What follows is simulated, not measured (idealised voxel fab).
Process module name: voxel quadruple lines
Cross-section cut spans 300 nm and uses square cells 5 nm in size.
Throughout this document, each cross-section is represented as a grid of square cells and is presented as a sequence of bands enumerated from the top downward, where a band comprises one or more rows of cells. Quick guide to a band line: top height, bottom height (nm) up front; then every material left to right with its width in nm. Only one material and it's marked "full width"? Then it fills the band edge to edge. And "air" just means empty space. Note: height 0 marks the level under which the wafer is uniformly one material as received. Lowest band unbounded below, written "from 0 down". With a width like "30->40", each row of cells in the band differs from the next by the same amount, the top row carrying the first number and the bottom row the second. Step marked "nothing different"? Then no cell in the cross-section changed in it. The label "Sealed cavities" introduces a list of the empty spaces, 8 cells or larger, that have no open way up to the top; each entry in it reads width x height at distance, where the distance is taken from the left edge and all three are stated in nm. Post-settings text on a step line: simulator's own remark regarding the step. Regarding "overlay nm": on a step with a mask, it is the distance the mask lay to the right of its planned place; a negative value places it to the left.

[Below is the list of planned process steps]
step 1: RECEIVE, material Si
step 2: CONFORMAL_DEP, material Al2O3, thk nm 10
step 3: DIRECTIONAL_DEP, material W, thk nm 10
step 4: DIRECTIONAL_DEP, material polySi, thk nm 20
step 5: DIRECTIONAL_DEP, material aC, thk nm 25
step 6: PATTERN, tone cover, mask id MANDREL, material resist, width nm 25, pitch nm 80, thk nm 35, overlay nm 0
step 7: DIRECTIONAL_ETCH, etch materials aC, depth nm 25
step 8: STRIP, etch materials resist
step 9: CONFORMAL_DEP, material SiO2, thk nm 15
step 10: DIRECTIONAL_ETCH, etch materials SiO2, depth nm 15
step 11: STRIP, etch materials aC
step 12: DIRECTIONAL_ETCH, etch materials polySi, depth nm 20
step 13: STRIP, etch materials SiO2
step 14: CONFORMAL_DEP, material SiN, thk nm 5
step 15: DIRECTIONAL_ETCH, etch materials SiN, depth nm 5
step 16: STRIP, etch materials polySi
step 17: DIRECTIONAL_ETCH, etch materials W, depth nm 10
step 18: STRIP, etch materials SiN
step 19: FILL_DEP, material lowk, thk nm 10
step 20: CMP, height nm 20

[Step 1 complete: cross-section of the wafer as received]
    from 0 down  Si full width
    Sealed cavities: none

[First of two wafers: cross-section at end of module, run per plan]
    from 20 to 10  lowk: 75 / W: 5 / lowk: 15 / W: 5 / lowk: 15 / W: 5 / lowk: 15 / W: 5 / lowk: 15 / W: 5 / lowk: 15 / W: 5 / lowk: 15 / W: 5 / lowk: 15 / W: 5 / lowk: 80
    from 10 to 0  Al2O3 full width
    from 0 down  Si full width
    Sealed cavities: none

[Wafer two, end of module, cross-section. Same start, same plan as wafer one. One mistake in the run]
    from 20 to 10  lowk: 85 / W: 5 / lowk: 5 / W: 5 / lowk: 15 / W: 5 / lowk: 5 / W: 5 / lowk: 35 / W: 5 / lowk: 5 / W: 5 / lowk: 15 / W: 5 / lowk: 5 / W: 5 / lowk: 90
    from 10 to 0  Al2O3 full width
    from 0 down  Si full width
    Sealed cavities: none
Heads up, the wafer didn't run the way we planned it: step 9 was processed under conditions differing from the plan, specifically as CONFORMAL_DEP, material SiO2, thk nm 5
At the end, each material covers as many cells on the second wafer as it does on the first, though the cells it covers are elsewhere.
